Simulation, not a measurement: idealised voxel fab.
This section sets out a process module, namely voxel transistor to metal.
In the cross-section labelled cut, the width is 175 nm and each square cell is 5 nm.
Think of the cross-section as a grid of square cells. We describe it in bands, top to bottom, and each band covers one or more rows of those cells. Per band: top height and bottom height in nm, followed by the left-to-right materials and their widths in nm; "edge to edge" marks a single material spanning edge to edge, "air" marks empty space. For the purposes of this specification, 0 denotes the height below which the wafer in its as-received condition is composed wholly of one material, and the lowermost band, lacking a lower limit, extends downward without end, as expressed in "z 0 and below". When a width is written as two numbers, as in "30->40", the first number is the width in the top row of cells of the band and the second is the width in its bottom row, and the width changes by the same amount from each row to the next. Any step labelled "no change" changed none of the cells in the cross-section. Empty spaces counting at least 8 cells and having no open way to the top are listed in "Sealed-off cavities". The notation width x height at distance is used for each, the distance being from the left edge and all three values in nm. Text after the settings on a step's line: the simulator's own remark on that step. A step line may carry the setting "overlay nm", which, for steps involving a mask, states the distance by which the mask lay to the right of its intended position; negative values denote displacement to the left.
Set out below are the planned steps of the process
| 1 | RECEIVE | material Si |
| 2 | CONFORMAL_DEP | material SiO2 | thk nm 5 |
| 3 | CONFORMAL_DEP | material SiN | thk nm 10 |
| 4 | PATTERN | tone cover | mask id ACTIVE | material resist | width nm 115 | thk nm 15 | overlay nm 0 |
| 5 | DIRECTIONAL_ETCH | etch materials SiN | depth nm 10 |
| 6 | DIRECTIONAL_ETCH | etch materials SiO2 | depth nm 5 |
| 7 | DIRECTIONAL_ETCH | etch materials Si | depth nm 30 |
| 8 | STRIP | etch materials resist |
| 9 | FILL_DEP | material SiO2 | thk nm 10 |
| 10 | CMP | height nm 15 |
| 11 | SELECTIVE_ETCH | etch materials SiO2 | depth nm 5 |
| 12 | STRIP | etch materials SiN |
| 13 | SELECTIVE_ETCH | etch materials SiO2 | depth nm 5 |
| 14 | OXIDIZE | depth nm 5 |
| 15 | DIRECTIONAL_DEP | material polySi | thk nm 25 |
| 16 | DIRECTIONAL_DEP | material SiCN | thk nm 10 |
| 17 | DIRECTIONAL_DEP | material aC | thk nm 15 |
| 18 | PATTERN | tone cover | mask id GATE | material resist | width nm 25 | thk nm 30 | overlay nm 0 |
| 19 | DIRECTIONAL_ETCH | etch materials aC | depth nm 15 |
| 20 | STRIP | etch materials resist |
| 21 | DIRECTIONAL_ETCH | etch materials SiCN | depth nm 20 |
| 22 | DIRECTIONAL_ETCH | etch materials polySi | depth nm 35 |
| 23 | STRIP | etch materials aC |
| 24 | CONFORMAL_DEP | material SiO2 | thk nm 5 |
| 25 | DIRECTIONAL_ETCH | etch materials SiO2 | depth nm 5 |
| 26 | CONFORMAL_DEP | material SiN | thk nm 10 |
| 27 | DIRECTIONAL_ETCH | etch materials SiN | depth nm 10 |
| 28 | DIRECTIONAL_ETCH | etch materials SiO2 | depth nm 5 |
| 29 | EPI | material SiGe | thk nm 5 |
| 30 | FILL_DEP | material SiO2 | thk nm 5 |
| 31 | CMP | height nm 25 |
| 32 | STRIP | etch materials polySi |
| 33 | SELECTIVE_ETCH | etch materials SiO2 | depth nm 5 |
| 34 | CONFORMAL_DEP | material HfO2 | thk nm 5 |
| 35 | CONFORMAL_DEP | material TiN | thk nm 5 |
| 36 | FILL_DEP | material W | thk nm 5 |
| 37 | CMP | height nm 20 |
| 38 | DIRECTIONAL_DEP | material SiO2 | thk nm 15 |
| 39 | DIRECTIONAL_DEP | material aC | thk nm 10 |
| 40 | PATTERN | tone open | mask id CONTACT | material resist | width nm 15 | pitch nm 80 | thk nm 25 | overlay nm 0 |
| 41 | DIRECTIONAL_ETCH | etch materials aC | depth nm 10 |
| 42 | STRIP | etch materials resist |
| 43 | DIRECTIONAL_ETCH | etch materials SiO2 | depth nm 35 |
| 44 | STRIP | etch materials aC |
| 45 | CONFORMAL_DEP | material TiN | thk nm 5 |
| 46 | FILL_DEP | material Ru | thk nm 5 |
| 47 | CMP | height nm 35 |
| 48 | CONFORMAL_DEP | material SiN | thk nm 5 |
| 49 | DIRECTIONAL_DEP | material SiO2 | thk nm 15 |
| 50 | MASKED_ETCH | tone open | mask id METAL_1 | width nm 15 | pitch nm 80 | etch materials SiO2 | depth nm 15 | overlay nm 0 |
| 51 | MASKED_ETCH | tone open | mask id METAL_1 | width nm 15 | pitch nm 80 | etch materials SiN | depth nm 5 | overlay nm 0 |
| 52 | CONFORMAL_DEP | material TiN | thk nm 5 |
| 53 | FILL_DEP | material Cu | thk nm 10 |
| 54 | CMP | height nm 55 |
| 55 | EPI | material Ru | thk nm 5 |
| 56 | FILL_DEP | material SiCN | thk nm 5 |
| 57 | DIRECTIONAL_DEP | material SiO2 | thk nm 30 |
| 58 | MASKED_ETCH | tone open | mask id METAL_2 | width nm 15 | pitch nm 80 | etch materials SiO2 | depth nm 20 | overlay nm 0 |
| 59 | PATTERN | tone open | mask id METAL_2_HOLES | material resist | width nm 15 | pitch nm 80 | thk nm 20 | overlay nm 0 |
| 60 | DIRECTIONAL_ETCH | etch materials SiO2 | depth nm 10 |
| 61 | DIRECTIONAL_ETCH | etch materials SiCN | depth nm 5 |
| 62 | STRIP | etch materials resist |
| 63 | CONFORMAL_DEP | material TiN | thk nm 5 |
| 64 | FILL_DEP | material Cu | thk nm 10 |
| 65 | CMP | height nm 95 |
| 66 | CONFORMAL_DEP | material SiCN | thk nm 5 |
Wafer, first of two, run as planned
Here's what the wafer looked like in cross-section when it arrived - that's after step 1
z 0 and below  Si edge to edge
Sealed-off cavities: none
Cross-section: wafer state after step 2
z 5 to 0  SiO2 edge to edge
Heights below 0 show no change.
Cross-section: wafer state after step 3
z 15 to 5  SiN edge to edge
Heights below 5 show no change.
Cross-section: wafer state after step 4
z 30 to 15  air=30  resist=115  air=30
Heights below 15 show no change.
Cross-section: wafer state after step 5
z 30 to 15  air=30  resist=115  air=30
z 15 to 5  air=30  SiN=115  air=30
Heights below 5 show no change.
Cross-section: wafer state after step 6
z 30 to 15  air=30  resist=115  air=30
z 15 to 5  air=30  SiN=115  air=30
z 5 to 0  air=30  SiO2=115  air=30
Heights below 0 show no change.
Cross-section: wafer state after step 7
z 30 to 15  air=30  resist=115  air=30
z 15 to 5  air=30  SiN=115  air=30
z 5 to 0  air=30  SiO2=115  air=30
z 0 to -30  air=30  Si=115  air=30
Heights below -30 show no change.
Cross-section: wafer state after step 8
z 15 to 5  air=30  SiN=115  air=30
Heights below 5 show no change.
Cross-section: wafer state after step 9
z 25 to 15  SiO2 edge to edge
z 15 to 5  SiO2=30  SiN=115  SiO2=30
z 5 to 0  SiO2 edge to edge
z 0 to -30  SiO2=30  Si=115  SiO2=30
Heights below -30 show no change.
Cross-section: wafer state after step 10
z 15 to 5  SiO2=30  SiN=115  SiO2=30
Heights below 5 show no change.
Cross-section: wafer state after step 11
z 15 to 10  air=30  SiN=115  air=30
Heights below 10 show no change.
Cross-section: wafer state after step 12
z 10 to 5  SiO2=30  air=115  SiO2=30
Heights below 5 show no change.
Cross-section: wafer state after step 13
z 5 to 0  SiO2=25  air=125  SiO2=25
Heights below 0 show no change.
Cross-section: wafer state after step 14
z 5 to 0  SiO2=25  air=125  SiO2=25
z 0 to -5  SiO2 edge to edge
Heights below -5 show no change.
Cross-section: wafer state after step 15
z 30 to 25  polySi=25  air=125  polySi=25
z 25 to 5  polySi edge to edge
z 5 to 0  SiO2=25  polySi=125  SiO2=25
Heights below 0 show no change.
Cross-section: wafer state after step 16
z 40 to 35  SiCN=25  air=125  SiCN=25
z 35 to 30  SiCN edge to edge
z 30 to 25  polySi=25  SiCN=125  polySi=25
Heights below 25 show no change.
Cross-section: wafer state after step 17
z 55 to 50  aC=25  air=125  aC=25
z 50 to 40  aC edge to edge
z 40 to 35  SiCN=25  aC=125  SiCN=25
Heights below 35 show no change.
Cross-section: wafer state after step 18
z 85 to 55  air=75  resist=25  air=75
z 55 to 50  aC=25  air=50  resist=25  air=50  aC=25
Heights below 50 show no change.
Cross-section: wafer state after step 19
z 70 to 50  air=75  resist=25  air=75
z 50 to 40  air=75  aC=25  air=75
z 40 to 35  SiCN=25  air=50  aC=25  air=50  SiCN=25
Heights below 35 show no change.
Cross-section: wafer state after step 20
z 50 to 40  air=75  aC=25  air=75
Heights below 40 show no change.
Cross-section: wafer state after step 21
z 50 to 35  air=75  aC=25  air=75
z 35 to 30  air=75  SiCN=25  air=75
z 30 to 25  polySi=25  air=50  SiCN=25  air=50  polySi=25
Heights below 25 show no change.
Cross-section: wafer state after step 22
z 50 to 35  air=75  aC=25  air=75
z 35 to 25  air=75  SiCN=25  air=75
z 25 to 5  air=75  polySi=25  air=75
z 5 to 0  SiO2=25  air=50  polySi=25  air=50  SiO2=25
Heights below 0 show no change.
Cross-section: wafer state after step 23
z 35 to 25  air=75  SiCN=25  air=75
Heights below 25 show no change.
Cross-section: wafer state after step 24
z 40 to 35  air=70  SiO2=35  air=70
z 35 to 25  air=70  SiO2=5  SiCN=25  SiO2=5  air=70
z 25 to 10  air=70  SiO2=5  polySi=25  SiO2=5  air=70
z 10 to 5  SiO2=30  air=40  SiO2=5  polySi=25  SiO2=5  air=40  SiO2=30
z 5 to 0  SiO2=75  polySi=25  SiO2=75
Heights below 0 show no change.
Cross-section: wafer state after step 25
z 35 to 25  air=70  SiO2=5  SiCN=25  SiO2=5  air=70
z 25 to 5  air=70  SiO2=5  polySi=25  SiO2=5  air=70
z 5 to 0  SiO2=30  air=40  SiO2=5  polySi=25  SiO2=5  air=40  SiO2=30
Heights below 0 show no change.
Cross-section: wafer state after step 26
z 45 to 35  air=60  SiN=55  air=60
z 35 to 25  air=60  SiN=10  SiO2=5  SiCN=25  SiO2=5  SiN=10  air=60
z 25 to 15  air=60  SiN=10  SiO2=5  polySi=25  SiO2=5  SiN=10  air=60
z 15 to 10  SiN=40  air=20  SiN=10  SiO2=5  polySi=25  SiO2=5  SiN=10  air=20  SiN=40
z 10 to 5  SiN=70  SiO2=5  polySi=25  SiO2=5  SiN=70
z 5 to 0  SiO2=30  SiN=40  SiO2=5  polySi=25  SiO2=5  SiN=40  SiO2=30
Heights below 0 show no change.
Cross-section: wafer state after step 27
z 35 to 25  air=60  SiN=10  SiO2=5  SiCN=25  SiO2=5  SiN=10  air=60
z 25 to 5  air=60  SiN=10  SiO2=5  polySi=25  SiO2=5  SiN=10  air=60
z 5 to 0  SiO2=30  SiN=10  air=20  SiN=10  SiO2=5  polySi=25  SiO2=5  SiN=10  air=20  SiN=10  SiO2=30
Heights below 0 show no change.
Cross-section: wafer state after step 28
z 35 to 30  air=60  SiN=10  air=5  SiCN=25  air=5  SiN=10  air=60
z 30 to 25  air=60  SiN=10  SiO2=5  SiCN=25  SiO2=5  SiN=10  air=60
z 25 to 5  air=60  SiN=10  SiO2=5  polySi=25  SiO2=5  SiN=10  air=60
z 5 to 0  air=30  SiN=10  air=20  SiN=10  SiO2=5  polySi=25  SiO2=5  SiN=10  air=20  SiN=10  air=30
z 0 to -5  SiO2=40  air=20  SiO2=55  air=20  SiO2=40
Heights below -5 show no change.
Cross-section: wafer state after step 29
z 35 to 30  air=60  SiN=10  air=5  SiCN=25  air=5  SiN=10  air=60
z 30 to 25  air=60  SiN=10  SiO2=5  SiCN=25  SiO2=5  SiN=10  air=60
z 25 to 5  air=60  SiN=10  SiO2=5  polySi=25  SiO2=5  SiN=10  air=60
z 5 to 0  air=30  SiN=10  air=20  SiN=10  SiO2=5  polySi=25  SiO2=5  SiN=10  air=20  SiN=10  air=30
z 0 to -5  SiO2=40  SiGe=20  SiO2=55  SiGe=20  SiO2=40
Heights below -5 show no change.
Cross-section: wafer state after step 30
z 40 to 35  SiO2 edge to edge
z 35 to 25  SiO2=60  SiN=10  SiO2=5  SiCN=25  SiO2=5  SiN=10  SiO2=60
z 25 to 5  SiO2=60  SiN=10  SiO2=5  polySi=25  SiO2=5  SiN=10  SiO2=60
z 5 to 0  SiO2=30  SiN=10  SiO2=20  SiN=10  SiO2=5  polySi=25  SiO2=5  SiN=10  SiO2=20  SiN=10  SiO2=30
Heights below 0 show no change.
Cross-section: wafer state after step 31
z 25 to 5  SiO2=60  SiN=10  SiO2=5  polySi=25  SiO2=5  SiN=10  SiO2=60
Heights below 5 show no change.
Cross-section: wafer state after step 32
z 25 to 5  SiO2=60  SiN=10  SiO2=5  air=25  SiO2=5  SiN=10  SiO2=60
z 5 to 0  SiO2=30  SiN=10  SiO2=20  SiN=10  SiO2=5  air=25  SiO2=5  SiN=10  SiO2=20  SiN=10  SiO2=30
Heights below 0 show no change.
Cross-section: wafer state after step 33
z 25 to 20  air=60  SiN=10  air=35  SiN=10  air=60
z 20 to 5  SiO2=60  SiN=10  air=35  SiN=10  SiO2=60
z 5 to 0  SiO2=30  SiN=10  SiO2=20  SiN=10  air=35  SiN=10  SiO2=20  SiN=10  SiO2=30
z 0 to -5  SiO2=40  SiGe=20  SiO2=10  air=35  SiO2=10  SiGe=20  SiO2=40
Heights below -5 show no change.
Cross-section: wafer state after step 34
z 30 to 25  air=55  HfO2=20  air=25  HfO2=20  air=55
z 25 to 20  HfO2=60  SiN=10  HfO2=5  air=25  HfO2=5  SiN=10  HfO2=60
z 20 to 5  SiO2=60  SiN=10  HfO2=5  air=25  HfO2=5  SiN=10  SiO2=60
z 5 to 0  SiO2=30  SiN=10  SiO2=20  SiN=10  HfO2=5  air=25  HfO2=5  SiN=10  SiO2=20  SiN=10  SiO2=30
z 0 to -5  SiO2=40  SiGe=20  SiO2=10  HfO2=35  SiO2=10  SiGe=20  SiO2=40
Heights below -5 show no change.
Cross-section: wafer state after step 35
z 35 to 30  air=50  TiN=30  air=15  TiN=30  air=50
z 30 to 25  TiN=55  HfO2=20  TiN=5  air=15  TiN=5  HfO2=20  TiN=55
z 25 to 20  HfO2=60  SiN=10  HfO2=5  TiN=5  air=15  TiN=5  HfO2=5  SiN=10  HfO2=60
z 20 to 5  SiO2=60  SiN=10  HfO2=5  TiN=5  air=15  TiN=5  HfO2=5  SiN=10  SiO2=60
z 5 to 0  SiO2=30  SiN=10  SiO2=20  SiN=10  HfO2=5  TiN=25  HfO2=5  SiN=10  SiO2=20  SiN=10  SiO2=30
Heights below 0 show no change.
Cross-section: wafer state after step 36
z 40 to 35  W edge to edge
z 35 to 30  W=50  TiN=30  W=15  TiN=30  W=50
z 30 to 25  TiN=55  HfO2=20  TiN=5  W=15  TiN=5  HfO2=20  TiN=55
z 25 to 20  HfO2=60  SiN=10  HfO2=5  TiN=5  W=15  TiN=5  HfO2=5  SiN=10  HfO2=60
z 20 to 5  SiO2=60  SiN=10  HfO2=5  TiN=5  W=15  TiN=5  HfO2=5  SiN=10  SiO2=60
Heights below 5 show no change.
Cross-section: wafer state after step 37
z 20 to 5  SiO2=60  SiN=10  HfO2=5  TiN=5  W=15  TiN=5  HfO2=5  SiN=10  SiO2=60
Heights below 5 show no change.
Cross-section: wafer state after step 38
z 35 to 20  SiO2 edge to edge
Heights below 20 show no change.
Cross-section: wafer state after step 39
z 45 to 35  aC edge to edge
Heights below 35 show no change.
Cross-section: wafer state after step 40
z 70 to 45  resist=40  air=15  resist=65  air=15  resist=40
Heights below 45 show no change.
Cross-section: wafer state after step 41
z 60 to 45  resist=40  air=15  resist=65  air=15  resist=40
z 45 to 35  aC=40  air=15  aC=65  air=15  aC=40
Heights below 35 show no change.
Cross-section: wafer state after step 42
z 45 to 35  aC=40  air=15  aC=65  air=15  aC=40
Heights below 35 show no change.
Cross-section: wafer state after step 43
z 45 to 35  aC=40  air=15  aC=65  air=15  aC=40
z 35 to 20  SiO2=40  air=15  SiO2=65  air=15  SiO2=40
z 20 to 5  SiO2=40  air=15  SiO2=5  SiN=10  HfO2=5  TiN=5  W=15  TiN=5  HfO2=5  SiN=10  SiO2=5  air=15  SiO2=40
z 5 to 0  SiO2=30  SiN=10  air=15  SiO2=5  SiN=10  HfO2=5  TiN=25  HfO2=5  SiN=10  SiO2=5  air=15  SiN=10  SiO2=30
Heights below 0 show no change.
Cross-section: wafer state after step 44
z 35 to 20  SiO2=40  air=15  SiO2=65  air=15  SiO2=40
Heights below 20 show no change.
Cross-section: wafer state after step 45
z 40 to 35  TiN=45  air=5  TiN=75  air=5  TiN=45
z 35 to 20  SiO2=40  TiN=5  air=5  TiN=5  SiO2=65  TiN=5  air=5  TiN=5  SiO2=40
z 20 to 5  SiO2=40  TiN=5  air=5  TiN=5  SiO2=5  SiN=10  HfO2=5  TiN=5  W=15  TiN=5  HfO2=5  SiN=10  SiO2=5  TiN=5  air=5  TiN=5  SiO2=40
z 5 to 0  SiO2=30  SiN=10  TiN=15  SiO2=5  SiN=10  HfO2=5  TiN=25  HfO2=5  SiN=10  SiO2=5  TiN=15  SiN=10  SiO2=30
Heights below 0 show no change.
Cross-section: wafer state after step 46
z 45 to 40  Ru edge to edge
z 40 to 35  TiN=45  Ru=5  TiN=75  Ru=5  TiN=45
z 35 to 20  SiO2=40  TiN=5  Ru=5  TiN=5  SiO2=65  TiN=5  Ru=5  TiN=5  SiO2=40
z 20 to 5  SiO2=40  TiN=5  Ru=5  TiN=5  SiO2=5  SiN=10  HfO2=5  TiN=5  W=15  TiN=5  HfO2=5  SiN=10  SiO2=5  TiN=5  Ru=5  TiN=5  SiO2=40
Heights below 5 show no change.
Cross-section: wafer state after step 47
z 35 to 20  SiO2=40  TiN=5  Ru=5  TiN=5  SiO2=65  TiN=5  Ru=5  TiN=5  SiO2=40
Heights below 20 show no change.
Cross-section: wafer state after step 48
z 40 to 35  SiN edge to edge
Heights below 35 show no change.
Cross-section: wafer state after step 49
z 55 to 40  SiO2 edge to edge
Heights below 40 show no change.
Cross-section: wafer state after step 50
z 55 to 40  SiO2=40  air=15  SiO2=65  air=15  SiO2=40
Heights below 40 show no change.
Cross-section: wafer state after step 51
z 55 to 40  SiO2=40  air=15  SiO2=65  air=15  SiO2=40
z 40 to 35  SiN=40  air=15  SiN=65  air=15  SiN=40
Heights below 35 show no change.
Cross-section: wafer state after step 52
z 60 to 55  TiN=45  air=5  TiN=75  air=5  TiN=45
z 55 to 40  SiO2=40  TiN=5  air=5  TiN=5  SiO2=65  TiN=5  air=5  TiN=5  SiO2=40
z 40 to 35  SiN=40  TiN=15  SiN=65  TiN=15  SiN=40
Heights below 35 show no change.
Cross-section: wafer state after step 53
z 70 to 60  Cu edge to edge
z 60 to 55  TiN=45  Cu=5  TiN=75  Cu=5  TiN=45
z 55 to 40  SiO2=40  TiN=5  Cu=5  TiN=5  SiO2=65  TiN=5  Cu=5  TiN=5  SiO2=40
Heights below 40 show no change.
Cross-section: wafer state after step 54
z 55 to 40  SiO2=40  TiN=5  Cu=5  TiN=5  SiO2=65  TiN=5  Cu=5  TiN=5  SiO2=40
Heights below 40 show no change.
Cross-section: wafer state after step 55
z 60 to 55  air=35  Ru=25  air=55  Ru=25  air=35
Heights below 55 show no change.
Cross-section: wafer state after step 56
z 65 to 60  SiCN edge to edge
z 60 to 55  SiCN=35  Ru=25  SiCN=55  Ru=25  SiCN=35
Heights below 55 show no change.
Cross-section: wafer state after step 57
z 95 to 65  SiO2 edge to edge
Heights below 65 show no change.
Cross-section: wafer state after step 58
z 95 to 75  SiO2=40  air=15  SiO2=65  air=15  SiO2=40
Heights below 75 show no change.
Cross-section: wafer state after step 59
z 115 to 95  resist=40  air=15  resist=65  air=15  resist=40
Heights below 95 show no change.
Cross-section: wafer state after step 60
z 115 to 95  resist=40  air=15  resist=65  air=15  resist=40
z 95 to 65  SiO2=40  air=15  SiO2=65  air=15  SiO2=40
Heights below 65 show no change.
Cross-section: wafer state after step 61
z 115 to 95  resist=40  air=15  resist=65  air=15  resist=40
z 95 to 65  SiO2=40  air=15  SiO2=65  air=15  SiO2=40
z 65 to 60  SiCN=40  air=15  SiCN=65  air=15  SiCN=40
Heights below 60 show no change.
Cross-section: wafer state after step 62
z 95 to 65  SiO2=40  air=15  SiO2=65  air=15  SiO2=40
Heights below 65 show no change.
Cross-section: wafer state after step 63
z 100 to 95  TiN=45  air=5  TiN=75  air=5  TiN=45
z 95 to 65  SiO2=40  TiN=5  air=5  TiN=5  SiO2=65  TiN=5  air=5  TiN=5  SiO2=40
z 65 to 60  SiCN=40  TiN=15  SiCN=65  TiN=15  SiCN=40
Heights below 60 show no change.
Cross-section: wafer state after step 64
z 110 to 100  Cu edge to edge
z 100 to 95  TiN=45  Cu=5  TiN=75  Cu=5  TiN=45
z 95 to 65  SiO2=40  TiN=5  Cu=5  TiN=5  SiO2=65  TiN=5  Cu=5  TiN=5  SiO2=40
Heights below 65 show no change.
Cross-section: wafer state after step 65
z 95 to 65  SiO2=40  TiN=5  Cu=5  TiN=5  SiO2=65  TiN=5  Cu=5  TiN=5  SiO2=40
Heights below 65 show no change.
Cross-section: wafer state after step 66
z 100 to 95  SiCN edge to edge
Heights below 95 show no change.
Now the other wafer: same start, same recipe, but we messed up one thing when running it. Up to and including step 46 it's the same as the first one
Second wafer: cross-section at the scheduled end of step 47
z 30 to 20  SiO2=40  TiN=5  Ru=5  TiN=5  SiO2=65  TiN=5  Ru=5  TiN=5  SiO2=40
Heights below 20 show no change.
Second wafer: cross-section at the scheduled end of step 48
z 35 to 30  SiN edge to edge
Heights below 30 show no change.
Second wafer: cross-section at the scheduled end of step 49
z 50 to 35  SiO2 edge to edge
Heights below 35 show no change.
Second wafer: cross-section at the scheduled end of step 50
z 50 to 35  SiO2=40  air=15  SiO2=65  air=15  SiO2=40
Heights below 35 show no change.
Second wafer: cross-section at the scheduled end of step 51
z 50 to 35  SiO2=40  air=15  SiO2=65  air=15  SiO2=40
z 35 to 30  SiN=40  air=15  SiN=65  air=15  SiN=40
Heights below 30 show no change.
Second wafer: cross-section at the scheduled end of step 52
z 55 to 50  TiN=45  air=5  TiN=75  air=5  TiN=45
z 50 to 35  SiO2=40  TiN=5  air=5  TiN=5  SiO2=65  TiN=5  air=5  TiN=5  SiO2=40
z 35 to 30  SiN=40  TiN=15  SiN=65  TiN=15  SiN=40
Heights below 30 show no change.
Second wafer: cross-section at the scheduled end of step 53
z 65 to 55  Cu edge to edge
z 55 to 50  TiN=45  Cu=5  TiN=75  Cu=5  TiN=45
z 50 to 35  SiO2=40  TiN=5  Cu=5  TiN=5  SiO2=65  TiN=5  Cu=5  TiN=5  SiO2=40
Heights below 35 show no change.
Second wafer: cross-section at the scheduled end of step 54
z 55 to 50  TiN=45  Cu=5  TiN=75  Cu=5  TiN=45
Heights below 50 show no change.
Second wafer: cross-section at the scheduled end of step 55
z 60 to 55  Ru edge to edge
Heights below 55 show no change.
Second wafer: cross-section at the scheduled end of step 56
z 65 to 60  SiCN edge to edge
Heights below 60 show no change.
Second wafer: cross-section at the scheduled end of step 57
z 95 to 65  SiO2 edge to edge
Heights below 65 show no change.
Second wafer: cross-section at the scheduled end of step 58
z 95 to 75  SiO2=40  air=15  SiO2=65  air=15  SiO2=40
Heights below 75 show no change.
Second wafer: cross-section at the scheduled end of step 59
z 115 to 95  resist=40  air=15  resist=65  air=15  resist=40
Heights below 95 show no change.
Second wafer: cross-section at the scheduled end of step 60
z 115 to 95  resist=40  air=15  resist=65  air=15  resist=40
z 95 to 65  SiO2=40  air=15  SiO2=65  air=15  SiO2=40
Heights below 65 show no change.
Second wafer: cross-section at the scheduled end of step 61
z 115 to 95  resist=40  air=15  resist=65  air=15  resist=40
z 95 to 65  SiO2=40  air=15  SiO2=65  air=15  SiO2=40
z 65 to 60  SiCN=40  air=15  SiCN=65  air=15  SiCN=40
Heights below 60 show no change.
Second wafer: cross-section at the scheduled end of step 62
z 95 to 65  SiO2=40  air=15  SiO2=65  air=15  SiO2=40
Heights below 65 show no change.
Second wafer: cross-section at the scheduled end of step 63
z 100 to 95  TiN=45  air=5  TiN=75  air=5  TiN=45
z 95 to 65  SiO2=40  TiN=5  air=5  TiN=5  SiO2=65  TiN=5  air=5  TiN=5  SiO2=40
z 65 to 60  SiCN=40  TiN=15  SiCN=65  TiN=15  SiCN=40
Heights below 60 show no change.
Second wafer: cross-section at the scheduled end of step 64
z 110 to 100  Cu edge to edge
z 100 to 95  TiN=45  Cu=5  TiN=75  Cu=5  TiN=45
z 95 to 65  SiO2=40  TiN=5  Cu=5  TiN=5  SiO2=65  TiN=5  Cu=5  TiN=5  SiO2=40
Heights below 65 show no change.
Second wafer: cross-section at the scheduled end of step 65
z 95 to 65  SiO2=40  TiN=5  Cu=5  TiN=5  SiO2=65  TiN=5  Cu=5  TiN=5  SiO2=40
Heights below 65 show no change.
Second wafer: cross-section at the scheduled end of step 66
z 100 to 95  SiCN edge to edge
Heights below 95 show no change.
The mistake made against the process plan was this: note that step 47 departed from the planned setting and was carried out as CMP | height nm 30
The final cell counts differ between the wafers, with the second having more or fewer of some materials than the first: Cu: 2 more, Ru: 23 more, SiCN: 25 fewer, SiO2: 29 fewer, TiN: 29 more
